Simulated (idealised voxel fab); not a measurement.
Process module heading - voxel wiring stack
Cross-section cut: width 170 nm, square cells of 5 nm.
Reading order for cross-sections: top band down to bottom band. Underlying form: a grid of square cells. Band size: one or more rows of cells.
Band entry format. Leading values: height of top, height of bottom, nm. Remainder: materials in left-to-right order, each with its width in nm. Special words: "full width" on a single material, which then fills the band edge to edge; "air", empty space.
For the purposes of this specification, 0 denotes the height below which the wafer in its as-received condition is composed wholly of one material, and the lowermost band, lacking a lower limit, extends downward without end, as expressed in "0 and below".
Think of "30 to 40" as a width that walks from the first number to the second as you go down the band, top row to bottom row, taking equal-sized steps from row to row.
Basically "nothing changed" means that step didn't change any cell in the cross-section.
"Catalogued sealed voids" contains a list of empty spaces, each no smaller than 8 cells and without an open way to the top, written in the form width x height at distance with the distance from the left edge and all three in nm.
Past the settings on a step's line: simulator remark, on that step.
On any step carrying a mask, the "overlay nm" setting, if present on the step's line, tells how far right of its planned place the mask lay; negative values point to the left.

**The following list gives the planned process steps**
1,RECEIVE: material Si
2,CONFORMAL_DEP: material SiO2, thk nm 15
3,DIRECTIONAL_DEP: material TiN, thk nm 5
4,DIRECTIONAL_DEP: material W, thk nm 20
5,PATTERN: tone cover, mask id METAL_1, material resist, width nm 20, pitch nm 45, thk nm 20, overlay nm 0
6,DIRECTIONAL_ETCH: etch materials W, depth nm 20
7,DIRECTIONAL_ETCH: etch materials TiN, depth nm 5
8,STRIP: etch materials resist
9,CONFORMAL_DEP: material SiCN, thk nm 5
10,FILL_DEP: material lowk, thk nm 10
11,CMP: height nm 40
12,CONFORMAL_DEP: material SiCN, thk nm 5
13,DIRECTIONAL_DEP: material lowk, thk nm 10
14,DIRECTIONAL_DEP: material aC, thk nm 10
15,PATTERN: tone open, mask id PLUG_1, material resist, width nm 15, pitch nm 45, thk nm 30, overlay nm 0
16,DIRECTIONAL_ETCH: etch materials aC, depth nm 10
17,STRIP: etch materials resist
18,DIRECTIONAL_ETCH: etch materials lowk, depth nm 10
19,DIRECTIONAL_ETCH: etch materials SiCN, depth nm 5
20,STRIP: etch materials aC
21,EPI: material Ru, thk nm 10
22,EPI: material Ru, thk nm 5
23,CONFORMAL_DEP: material SiCN, thk nm 5
24,DIRECTIONAL_DEP: material SiO2, thk nm 25
25,DIRECTIONAL_DEP: material aC, thk nm 15
26,PATTERN: tone open, mask id METAL_2, material resist, width nm 20, pitch nm 45, thk nm 30, overlay nm 0
27,DIRECTIONAL_ETCH: etch materials aC, depth nm 15
28,STRIP: etch materials resist
29,DIRECTIONAL_ETCH: etch materials SiO2, depth nm 25
30,DIRECTIONAL_ETCH: etch materials SiCN, depth nm 5
31,STRIP: etch materials aC
32,CONFORMAL_DEP: material TiN, thk nm 5
33,FILL_DEP: material Cu, thk nm 10
34,CMP: height nm 85
35,CONFORMAL_DEP: material SiCN, thk nm 5
36,DIRECTIONAL_DEP: material SiO2, thk nm 30
37,MASKED_ETCH: tone open, mask id METAL_3_HOLES, width nm 15, pitch nm 45, etch materials SiO2, depth nm 30, overlay nm 0
38,MASKED_ETCH: tone open, mask id METAL_3, width nm 20, pitch nm 45, etch materials SiO2, depth nm 20, overlay nm 0
39,MASKED_ETCH: tone open, mask id METAL_3, width nm 20, pitch nm 45, etch materials SiCN, depth nm 5, overlay nm 0
40,CONFORMAL_DEP: material TiN, thk nm 5
41,FILL_DEP: material Ru, thk nm 5
42,CMP: height nm 120
43,CONFORMAL_DEP: material SiCN, thk nm 5
44,DIRECTIONAL_DEP: material SiO2, thk nm 30
45,MASKED_ETCH: tone open, mask id METAL_4_HOLES, width nm 15, pitch nm 90, etch materials SiO2, depth nm 30, overlay nm 0
46,MASKED_ETCH: tone open, mask id METAL_4, width nm 20, pitch nm 45, etch materials SiO2, depth nm 20, overlay nm 0
47,MASKED_ETCH: tone open, mask id METAL_4, width nm 20, pitch nm 45, etch materials SiCN, depth nm 5, overlay nm 0
48,CONFORMAL_DEP: material TiN, thk nm 5
49,FILL_DEP: material Ru, thk nm 5
50,CMP: height nm 155
51,CONFORMAL_DEP: material SiN, thk nm 5

**Cross-section of the incoming wafer, state after step 1**
0 and below  Si full width
Catalogued sealed voids: none

**Result of the module, cross-sectioned: start per above, plan per above, one error in how it was run**
160 down to 155  SiN full width
155 down to 140  SiO2: 30 / TiN: 5 / Ru: 10 / TiN: 5 / SiO2: 25 / TiN: 5 / Ru: 10 / TiN: 5 / SiO2: 25 / TiN: 5 / Ru: 10 / TiN: 5 / SiO2: 30
140 down to 135  SiO2: 30 / TiN: 5 / Ru: 5 / TiN: 10 / SiO2: 25 / TiN: 20 / SiO2: 25 / TiN: 5 / Ru: 5 / TiN: 10 / SiO2: 30
135 down to 125  SiO2: 30 / TiN: 5 / Ru: 5 / TiN: 5 / SiO2: 75 / TiN: 5 / Ru: 5 / TiN: 5 / SiO2: 35
125 down to 120  SiCN: 30 / TiN: 15 / SiCN: 75 / TiN: 15 / SiCN: 35
120 down to 105  SiO2: 30 / TiN: 5 / Ru: 10 / TiN: 5 / SiO2: 25 / TiN: 5 / Ru: 10 / TiN: 5 / SiO2: 25 / TiN: 5 / Ru: 10 / TiN: 5 / SiO2: 30
105 down to 100  SiO2: 30 / TiN: 5 / Ru: 5 / TiN: 10 / SiO2: 25 / TiN: 5 / Ru: 5 / TiN: 10 / SiO2: 25 / TiN: 5 / Ru: 5 / TiN: 10 / SiO2: 30
100 down to 90  SiO2: 30 / TiN: 5 / Ru: 5 / TiN: 5 / SiO2: 30 / TiN: 5 / Ru: 5 / TiN: 5 / SiO2: 30 / TiN: 5 / Ru: 5 / TiN: 5 / SiO2: 35
90 down to 85  SiCN: 30 / TiN: 15 / SiCN: 30 / TiN: 15 / SiCN: 30 / TiN: 15 / SiCN: 35
85 down to 60  SiO2: 30 / TiN: 5 / Cu: 10 / TiN: 5 / SiO2: 25 / TiN: 5 / Cu: 10 / TiN: 5 / SiO2: 25 / TiN: 5 / Cu: 10 / TiN: 5 / SiO2: 30
60 down to 55  SiCN: 30 / TiN: 20 / SiCN: 25 / TiN: 20 / SiCN: 25 / TiN: 20 / SiCN: 30
55 down to 45  lowk: 40 / Ru: 15 / lowk: 30 / Ru: 15 / lowk: 30 / Ru: 15 / lowk: 25
45 down to 40  SiCN: 40 / Ru: 15 / SiCN: 30 / Ru: 15 / SiCN: 30 / Ru: 15 / SiCN: 25
40 down to 20  lowk: 25 / SiCN: 5 / W: 20 / SiCN: 5 / lowk: 15 / SiCN: 5 / W: 20 / SiCN: 5 / lowk: 15 / SiCN: 5 / W: 20 / SiCN: 5 / lowk: 25
20 down to 15  SiCN: 30 / TiN: 20 / SiCN: 25 / TiN: 20 / SiCN: 25 / TiN: 20 / SiCN: 30
15 down to 0  SiO2 full width
0 and below  Si full width
Catalogued sealed voids: none
Here's what went sideways: for step 15, the planned setting was not used; the step was instead run as PATTERN: tone open, mask id PLUG_1, material resist, width nm 15, pitch nm 45, thk nm 30, overlay nm 10
